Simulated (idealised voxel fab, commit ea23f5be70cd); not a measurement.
process module | voxel self aligned vias
cross-section cut | 285 nm wide | cells 5 nm
A cross-section is a grid of square cells, given in bands from the top down. A band is one or more rows of cells.
Each band's line starts with the height of the band's top and of its bottom, in nm. Then come its materials from left to right, each with its width in nm. One material with "throughout" fills the band from edge to edge. "air" is empty space.
Height 0 is the level under which the wafer as received is all one material. The lowest band goes on downwards, as in "0 down".
A width such as "30 to 40" changes by the same amount from each row of cells to the next, from the band's top row to its bottom row.
"no change" after a step means that no cell of the cross-section changed.
closed voids: empty space of 8 cells or more with no open way to the top, each as width x height at its distance from the left edge, in nm
after a step's settings: what the simulator itself notes on the step
overlay nm, on a step with a mask: how far to the right of its planned place the mask lay; to the left if negative
plan
1 op RECEIVE | material Si
2 op CONFORMAL_DEP | material SiO2 | thk nm 15
3 op CONFORMAL_DEP | material SiCN | thk nm 5
4 op DIRECTIONAL_DEP | material lowk | thk nm 25
5 op PATTERN | tone open | mask id LINES | material resist | width nm 30 | pitch nm 70 | thk nm 20 | overlay nm 0
6 op DIRECTIONAL_ETCH | etch materials lowk | depth nm 25
7 op STRIP | etch materials resist
8 op CONFORMAL_DEP | material TiN | thk nm 5
9 op FILL_DEP | material Ru | thk nm 10
10 op CMP | height nm 45
11 op SELECTIVE_ETCH | etch materials W Ru TiN | depth nm 5
12 op FILL_DEP | material SiN | thk nm 10
13 op CMP | height nm 45
14 op DIRECTIONAL_DEP | material lowk | thk nm 20
15 op PATTERN | tone open | mask id VIAS | material resist | width nm 40 | pitch nm 70 | thk nm 15 | overlay nm 0
16 op DIRECTIONAL_ETCH | etch materials lowk | depth nm 20
17 op DIRECTIONAL_ETCH | etch materials SiN | depth nm 5
18 op STRIP | etch materials resist
19 op CONFORMAL_DEP | material TiN | thk nm 5
20 op FILL_DEP | material Cu | thk nm 10
21 op CMP | height nm 65
22 op CONFORMAL_DEP | material SiN | thk nm 5
first wafer, as planned
as received, after step 1
  0 down: Si throughout
  closed voids: none
after step 2
  15 to 0: SiO2 throughout
  below 0: unchanged
after step 3
  20 to 15: SiCN throughout
  below 15: unchanged
after step 4
  45 to 20: lowk throughout
  below 20: unchanged
after step 5
  65 to 45: resist 90 | air 30 | resist 40 | air 30 | resist 95
  below 45: unchanged
after step 6
  65 to 45: resist 90 | air 30 | resist 40 | air 30 | resist 95
  45 to 20: lowk 90 | air 30 | lowk 40 | air 30 | lowk 95
  below 20: unchanged
after step 7
  45 to 20: lowk 90 | air 30 | lowk 40 | air 30 | lowk 95
  below 20: unchanged
after step 8
  50 to 45: TiN 95 | air 20 | TiN 50 | air 20 | TiN 100
  45 to 25: lowk 90 | TiN 5 | air 20 | TiN 5 | lowk 40 | TiN 5 | air 20 | TiN 5 | lowk 95
  25 to 20: lowk 90 | TiN 30 | lowk 40 | TiN 30 | lowk 95
  below 20: unchanged
after step 9
  60 to 50: Ru throughout
  50 to 45: TiN 95 | Ru 20 | TiN 50 | Ru 20 | TiN 100
  45 to 25: lowk 90 | TiN 5 | Ru 20 | TiN 5 | lowk 40 | TiN 5 | Ru 20 | TiN 5 | lowk 95
  below 25: unchanged
after step 10
  45 to 25: lowk 90 | TiN 5 | Ru 20 | TiN 5 | lowk 40 | TiN 5 | Ru 20 | TiN 5 | lowk 95
  below 25: unchanged
after step 11
  45 to 40: lowk 90 | air 30 | lowk 40 | air 30 | lowk 95
  below 40: unchanged
after step 12
  55 to 45: SiN throughout
  45 to 40: lowk 90 | SiN 30 | lowk 40 | SiN 30 | lowk 95
  below 40: unchanged
after step 13
  45 to 40: lowk 90 | SiN 30 | lowk 40 | SiN 30 | lowk 95
  below 40: unchanged
after step 14
  65 to 45: lowk throughout
  below 45: unchanged
after step 15
  80 to 65: resist 85 | air 40 | resist 30 | air 40 | resist 90
  below 65: unchanged
after step 16
  80 to 65: resist 85 | air 40 | resist 30 | air 40 | resist 90
  65 to 45: lowk 85 | air 40 | lowk 30 | air 40 | lowk 90
  below 45: unchanged
after step 17
  80 to 65: resist 85 | air 40 | resist 30 | air 40 | resist 90
  65 to 45: lowk 85 | air 40 | lowk 30 | air 40 | lowk 90
  45 to 40: lowk 90 | air 30 | lowk 40 | air 30 | lowk 95
  below 40: unchanged
after step 18
  65 to 45: lowk 85 | air 40 | lowk 30 | air 40 | lowk 90
  below 45: unchanged
after step 19
  70 to 65: TiN 90 | air 30 | TiN 40 | air 30 | TiN 95
  65 to 50: lowk 85 | TiN 5 | air 30 | TiN 5 | lowk 30 | TiN 5 | air 30 | TiN 5 | lowk 90
  50 to 45: lowk 85 | TiN 10 | air 20 | TiN 10 | lowk 30 | TiN 10 | air 20 | TiN 10 | lowk 90
  45 to 40: lowk 90 | TiN 30 | lowk 40 | TiN 30 | lowk 95
  below 40: unchanged
after step 20
  80 to 70: Cu throughout
  70 to 65: TiN 90 | Cu 30 | TiN 40 | Cu 30 | TiN 95
  65 to 50: lowk 85 | TiN 5 | Cu 30 | TiN 5 | lowk 30 | TiN 5 | Cu 30 | TiN 5 | lowk 90
  50 to 45: lowk 85 | TiN 10 | Cu 20 | TiN 10 | lowk 30 | TiN 10 | Cu 20 | TiN 10 | lowk 90
  below 45: unchanged
after step 21
  65 to 50: lowk 85 | TiN 5 | Cu 30 | TiN 5 | lowk 30 | TiN 5 | Cu 30 | TiN 5 | lowk 90
  below 50: unchanged
after step 22
  70 to 65: SiN throughout
  below 65: unchanged
second wafer: like start, like plan, one mistake. Through step 4 it matches the first wafer
when step 5 should have ended
  65 to 45: resist 85 | air 30 | resist 40 | air 30 | resist 100
  below 45: unchanged
when step 6 should have ended
  65 to 45: resist 85 | air 30 | resist 40 | air 30 | resist 100
  45 to 20: lowk 85 | air 30 | lowk 40 | air 30 | lowk 100
  below 20: unchanged
when step 7 should have ended
  45 to 20: lowk 85 | air 30 | lowk 40 | air 30 | lowk 100
  below 20: unchanged
when step 8 should have ended
  50 to 45: TiN 90 | air 20 | TiN 50 | air 20 | TiN 105
  45 to 25: lowk 85 | TiN 5 | air 20 | TiN 5 | lowk 40 | TiN 5 | air 20 | TiN 5 | lowk 100
  25 to 20: lowk 85 | TiN 30 | lowk 40 | TiN 30 | lowk 100
  below 20: unchanged
when step 9 should have ended
  60 to 50: Ru throughout
  50 to 45: TiN 90 | Ru 20 | TiN 50 | Ru 20 | TiN 105
  45 to 25: lowk 85 | TiN 5 | Ru 20 | TiN 5 | lowk 40 | TiN 5 | Ru 20 | TiN 5 | lowk 100
  below 25: unchanged
when step 10 should have ended
  45 to 25: lowk 85 | TiN 5 | Ru 20 | TiN 5 | lowk 40 | TiN 5 | Ru 20 | TiN 5 | lowk 100
  below 25: unchanged
when step 11 should have ended
  45 to 40: lowk 85 | air 30 | lowk 40 | air 30 | lowk 100
  below 40: unchanged
when step 12 should have ended
  55 to 45: SiN throughout
  45 to 40: lowk 85 | SiN 30 | lowk 40 | SiN 30 | lowk 100
  below 40: unchanged
when step 13 should have ended
  45 to 40: lowk 85 | SiN 30 | lowk 40 | SiN 30 | lowk 100
  below 40: unchanged
when step 14 should have ended
  65 to 45: lowk throughout
  below 45: unchanged
when step 15 should have ended
  80 to 65: resist 85 | air 40 | resist 30 | air 40 | resist 90
  below 65: unchanged
when step 16 should have ended
  80 to 65: resist 85 | air 40 | resist 30 | air 40 | resist 90
  65 to 45: lowk 85 | air 40 | lowk 30 | air 40 | lowk 90
  below 45: unchanged
when step 17 should have ended
  80 to 65: resist 85 | air 40 | resist 30 | air 40 | resist 90
  65 to 45: lowk 85 | air 40 | lowk 30 | air 40 | lowk 90
  45 to 40: lowk 85 | air 30 | lowk 40 | air 30 | lowk 100
  below 40: unchanged
when step 18 should have ended
  65 to 45: lowk 85 | air 40 | lowk 30 | air 40 | lowk 90
  below 45: unchanged
when step 19 should have ended
  70 to 65: TiN 90 | air 30 | TiN 40 | air 30 | TiN 95
  65 to 50: lowk 85 | TiN 5 | air 30 | TiN 5 | lowk 30 | TiN 5 | air 30 | TiN 5 | lowk 90
  50 to 45: lowk 85 | TiN 5 | air 20 | TiN 15 | lowk 30 | TiN 5 | air 20 | TiN 15 | lowk 90
  45 to 40: lowk 85 | TiN 30 | lowk 40 | TiN 30 | lowk 100
  below 40: unchanged
when step 20 should have ended
  80 to 70: Cu throughout
  70 to 65: TiN 90 | Cu 30 | TiN 40 | Cu 30 | TiN 95
  65 to 50: lowk 85 | TiN 5 | Cu 30 | TiN 5 | lowk 30 | TiN 5 | Cu 30 | TiN 5 | lowk 90
  50 to 45: lowk 85 | TiN 5 | Cu 20 | TiN 15 | lowk 30 | TiN 5 | Cu 20 | TiN 15 | lowk 90
  below 45: unchanged
when step 21 should have ended
  65 to 50: lowk 85 | TiN 5 | Cu 30 | TiN 5 | lowk 30 | TiN 5 | Cu 30 | TiN 5 | lowk 90
  below 50: unchanged
when step 22 should have ended
  70 to 65: SiN throughout
  below 65: unchanged
what went wrong: step 5 ran as: op PATTERN | tone open | mask id LINES | material resist | width nm 30 | pitch nm 70 | thk nm 20 | overlay nm -5
at the end the second wafer has, in cells: as many of each material as the first, in other places
